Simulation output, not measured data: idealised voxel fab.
The name of this process module is voxel fin reveal.
This is section cut - it's 280 nm across, gridded in 5 nm square cells.
Reading order for cross-sections: top band down to bottom band. Underlying form: a grid of square cells. Band size: one or more rows of cells.
Heights first: top, then bottom, in nm. Then materials, left to right, each with a width in nm. "everywhere" on a single material: fills the band edge to edge. "empty": empty space.
The level at which height equals 0 is the one under which the wafer, as it arrives, is entirely one material. No lower edge exists for the bottom band, which continues downward and is notated as in "0 nm and below".
Width "30->40": first value at the band's top row of cells, second value at its bottom row, equal change from row to row.
"changes: none" means the step left every cell of the cross-section as it was.
Heads up: "Enclosed empty spaces" only lists the empty pockets with no open path to the top that are 8 cells or more, and it writes them as width x height at distance, distance from the left edge, in nm.
If you see something after the settings on a step's line, that's the simulator's own remark about that step.
overlay nm, on a step with a mask: how far to the right of its planned place the mask lay; to the left if negative

Here's what the planned process steps look like:
1,RECEIVE [material Si]
2,CONFORMAL_DEP [material SiN] [thk nm 5]
3,DIRECTIONAL_DEP [material aC] [thk nm 15]
4,PATTERN [tone cover] [mask id FINS] [material resist] [width nm 15] [pitch nm 40] [thk nm 30] [overlay nm 0]
5,DIRECTIONAL_ETCH [etch materials aC] [depth nm 15]
6,STRIP [etch materials resist]
7,DIRECTIONAL_ETCH [etch materials SiN] [depth nm 5]
8,DIRECTIONAL_ETCH [etch materials Si] [depth nm 40]
9,STRIP [etch materials aC]
10,FILL_DEP [material SiO2] [thk nm 5]
11,CMP [height nm 5]
12,SELECTIVE_ETCH [etch materials SiO2] [depth nm 35]
13,STRIP [etch materials SiN]

As received (post step 1): cross-section:
0 nm and below  Si everywhere
Enclosed empty spaces: none

a wafer at the end: this start, this plan, one mistake:
0 nm to -30 nm  Si 70, then empty 15, then Si 25, then empty 15, then Si 25, then empty 15, then Si 25, then empty 15, then Si 75
-30 nm to -40 nm  Si 70, then SiO2 15, then Si 25, then SiO2 15, then Si 25, then SiO2 15, then Si 25, then SiO2 15, then Si 75
-40 nm and below  Si everywhere
Enclosed empty spaces: none
Misprocessing identified: note that step 4 departed from the planned setting and was carried out as PATTERN [tone open] [mask id FINS] [material resist] [width nm 15] [pitch nm 40] [thk nm 30] [overlay nm 0]
